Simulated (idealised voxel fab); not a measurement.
The name of this process module is voxel lift off.
Square cell edge 5 nm, section width 280 nm, ID cut.
This document writes a cross-section as a grid whose cells are square, and gives it as bands, listed from the top down; one or more rows of cells form a band. Heads up on the band format: heights come first, top then bottom, in nm. After that it's the materials left to right, each with its width in nm. A single material flagged "edge to edge" fills the whole band edge to edge, and "empty" means there's empty space there. Heights from 0 (as-received wafer is one material below). Bottom band endless downward, as "z 0 and below". With a width like "30 to 40", each row of cells in the band differs from the next by the same amount, the top row carrying the first number and the bottom row the second. Where the words "remains unaltered" appear for a step, the cross-section shows no cell changed by that step; every cell remained as before. "Voids, fully enclosed": empty spaces of 8 cells or more with no open way to the top, each given as width x height at distance, distance from the left edge, all in nm. Text after the settings on a step's line: the simulator's own remark on that step. The line of a step may include "overlay nm". On a step with a mask, this value is how far to the right of its planned place the mask lay. A negative value means the mask lay to the left.

THIS SECTION LISTS THE PROCESS STEPS THAT WERE PLANNED
step 1: RECEIVE [material Si]
step 2: CONFORMAL_DEP [material SiN] [thk nm 10]
step 3: PATTERN [tone open] [mask id LINES] [material resist] [width nm 30] [pitch nm 45] [thk nm 20] [overlay nm 0]
step 4: DIRECTIONAL_DEP [material Ru] [thk nm 10]
step 5: STRIP [etch materials resist]
step 6: CONFORMAL_DEP [material SiO2] [thk nm 10]

ACCOUNT OF THE FIRST OF TWO WAFERS, WHICH WAS PROCESSED AS INTENDED

CROSS-SECTION OF THE INCOMING WAFER, STATE AFTER STEP 1
z 0 and below = Si edge to edge
Voids, fully enclosed: none

ONCE STEP 2 IS THROUGH, THE WAFER LOOKS LIKE THIS IN CROSS-SECTION
z 10 to 0 = SiN edge to edge
At heights below 0, the structure remains unaltered.

ONCE STEP 3 IS THROUGH, THE WAFER LOOKS LIKE THIS IN CROSS-SECTION
z 30 to 10 = resist (55), then empty (30), then resist (15), then empty (30), then resist (15), then empty (30), then resist (15), then empty (30), then resist (60)
At heights below 10, the structure remains unaltered.

ONCE STEP 4 IS THROUGH, THE WAFER LOOKS LIKE THIS IN CROSS-SECTION
z 40 to 30 = Ru (55), then empty (30), then Ru (15), then empty (30), then Ru (15), then empty (30), then Ru (15), then empty (30), then Ru (60)
z 30 to 20 = resist (55), then empty (30), then resist (15), then empty (30), then resist (15), then empty (30), then resist (15), then empty (30), then resist (60)
z 20 to 10 = resist (55), then Ru (30), then resist (15), then Ru (30), then resist (15), then Ru (30), then resist (15), then Ru (30), then resist (60)
At heights below 10, the structure remains unaltered.

ONCE STEP 5 IS THROUGH, THE WAFER LOOKS LIKE THIS IN CROSS-SECTION
z 20 to 10 = empty (55), then Ru (30), then empty (15), then Ru (30), then empty (15), then Ru (30), then empty (15), then Ru (30), then empty (60)
At heights below 10, the structure remains unaltered.

ONCE STEP 6 IS THROUGH, THE WAFER LOOKS LIKE THIS IN CROSS-SECTION
z 30 to 20 = empty (45), then SiO2 (185), then empty (50)
z 20 to 10 = SiO2 (55), then Ru (30), then SiO2 (15), then Ru (30), then SiO2 (15), then Ru (30), then SiO2 (15), then Ru (30), then SiO2 (60)
At heights below 10, the structure remains unaltered.

SECOND OF TWO: SAME START, SAME PLAN, ONE RUN ERROR; STEPS UP TO AND INCLUDING 1 MATCH THE FIRST

X-SECTION, SECOND WAFER, WHEN STEP 2 WAS DUE TO FINISH
z 5 to 0 = SiN edge to edge
At heights below 0, the structure remains unaltered.

X-SECTION, SECOND WAFER, WHEN STEP 3 WAS DUE TO FINISH
z 25 to 5 = resist (55), then empty (30), then resist (15), then empty (30), then resist (15), then empty (30), then resist (15), then empty (30), then resist (60)
At heights below 5, the structure remains unaltered.

X-SECTION, SECOND WAFER, WHEN STEP 4 WAS DUE TO FINISH
z 35 to 25 = Ru (55), then empty (30), then Ru (15), then empty (30), then Ru (15), then empty (30), then Ru (15), then empty (30), then Ru (60)
z 25 to 15 = resist (55), then empty (30), then resist (15), then empty (30), then resist (15), then empty (30), then resist (15), then empty (30), then resist (60)
z 15 to 5 = resist (55), then Ru (30), then resist (15), then Ru (30), then resist (15), then Ru (30), then resist (15), then Ru (30), then resist (60)
At heights below 5, the structure remains unaltered.

X-SECTION, SECOND WAFER, WHEN STEP 5 WAS DUE TO FINISH
z 15 to 5 = empty (55), then Ru (30), then empty (15), then Ru (30), then empty (15), then Ru (30), then empty (15), then Ru (30), then empty (60)
At heights below 5, the structure remains unaltered.

X-SECTION, SECOND WAFER, WHEN STEP 6 WAS DUE TO FINISH
z 25 to 15 = empty (45), then SiO2 (185), then empty (50)
z 15 to 5 = SiO2 (55), then Ru (30), then SiO2 (15), then Ru (30), then SiO2 (15), then Ru (30), then SiO2 (15), then Ru (30), then SiO2 (60)
At heights below 5, the structure remains unaltered.
Want to know what went wrong? not per plan at step 2, really ran CONFORMAL_DEP [material SiN] [thk nm 5]
At the finish, the second wafer shows more or fewer cells for some materials than the first does: SiN: 56 fewer
